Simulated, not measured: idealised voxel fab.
Process module in this document: voxel gate over fins
Displayed cross-section: cut, width of 150 nm, square cells sized 5 nm.
Cross-sections here: square-cell grids, written as top-down lists of bands, a band being one or more rows of cells.
Band entry format. Leading values: height of top, height of bottom, nm. Remainder: materials in left-to-right order, each with its width in nm. Special words: "full width" on a single material, which then fills the band edge to edge; "empty", empty space.
Basically, 0 is our baseline, since under it the wafer straight out of the box is all one material. The bottom band has no lower end and keeps on going down, so it looks like "0 down".
When a width is written as two numbers, as in "30 to 40", the first number is the width in the top row of cells of the band and the second is the width in its bottom row, and the width changes by the same amount from each row to the next.
Reading "no modification" for a step: not a cell of the cross-section changed in it.
Any empty space of 8 cells or more lacking an open way to the top shows up in "Closed void list" as width x height at distance, distance from the left edge, in nm.
On each step's line, the part that comes after the settings is the simulator's own comment on the step.
For masked steps, "overlay nm" on the step line gives how far right of plan the mask actually lay; a minus sign means it lay to the left.
-- Process steps foreseen in the plan
- 1: RECEIVE, material Si
- 2: CONFORMAL_DEP, material SiN, thk nm 10
- 3: DIRECTIONAL_DEP, material aC, thk nm 15
- 4: PATTERN, tone cover, mask id FINS, material resist, width nm 15, pitch nm 35, thk nm 35, overlay nm -15
- 5: DIRECTIONAL_ETCH, etch materials aC, depth nm 15
- 6: STRIP, etch materials resist
- 7: DIRECTIONAL_ETCH, etch materials SiN, depth nm 10
- 8: DIRECTIONAL_ETCH, etch materials Si, depth nm 35
- 9: STRIP, etch materials aC
- 10: OXIDIZE, depth nm 5
- 11: FILL_DEP, material SiO2, thk nm 15
- 12: CMP, height nm 10
- 13: SELECTIVE_ETCH, etch materials SiO2, depth nm 25
- 14: STRIP, etch materials SiN
- 15: CONFORMAL_DEP, material HfO2, thk nm 5
- 16: CONFORMAL_DEP, material TiN, thk nm 5
- 17: FILL_DEP, material W, thk nm 10
- 18: CMP, height nm 15
- 19: CONFORMAL_DEP, material SiCN, thk nm 5
The plan's step 4 overlay nm is the first wafer's value; the wafers differ in this setting and start identical.
-- The as-received cross-section of the first of several wafers corresponds to the state after step 1
* 0 down  Si full width
* Closed void list: none
-- Heads up, this table goes wafer by wafer. A row tells you, at the end of the module, how many cells of each material that wafer has put on (+) or dropped (-) since it was received, and then its closed voids
overlay nm -15, +42 HfO2, -224 Si, +30 SiCN, +140 SiO2, +42 TiN, +90 W, Closed void list: none
overlay nm -10, +42 HfO2, -224 Si, +30 SiCN, +140 SiO2, +42 TiN, +90 W, Closed void list: none
overlay nm -5, +42 HfO2, -224 Si, +30 SiCN, +140 SiO2, +42 TiN, +90 W, Closed void list: none
overlay nm 0, +42 HfO2, -224 Si, +30 SiCN, +140 SiO2, +42 TiN, +90 W, Closed void list: none
overlay nm 5, +42 HfO2, -224 Si, +30 SiCN, +140 SiO2, +42 TiN, +90 W, Closed void list: none
overlay nm 10, +42 HfO2, -224 Si, +30 SiCN, +140 SiO2, +42 TiN, +90 W, Closed void list: none
overlay nm 15, +42 HfO2, -224 Si, +30 SiCN, +140 SiO2, +42 TiN, +90 W, Closed void list: none
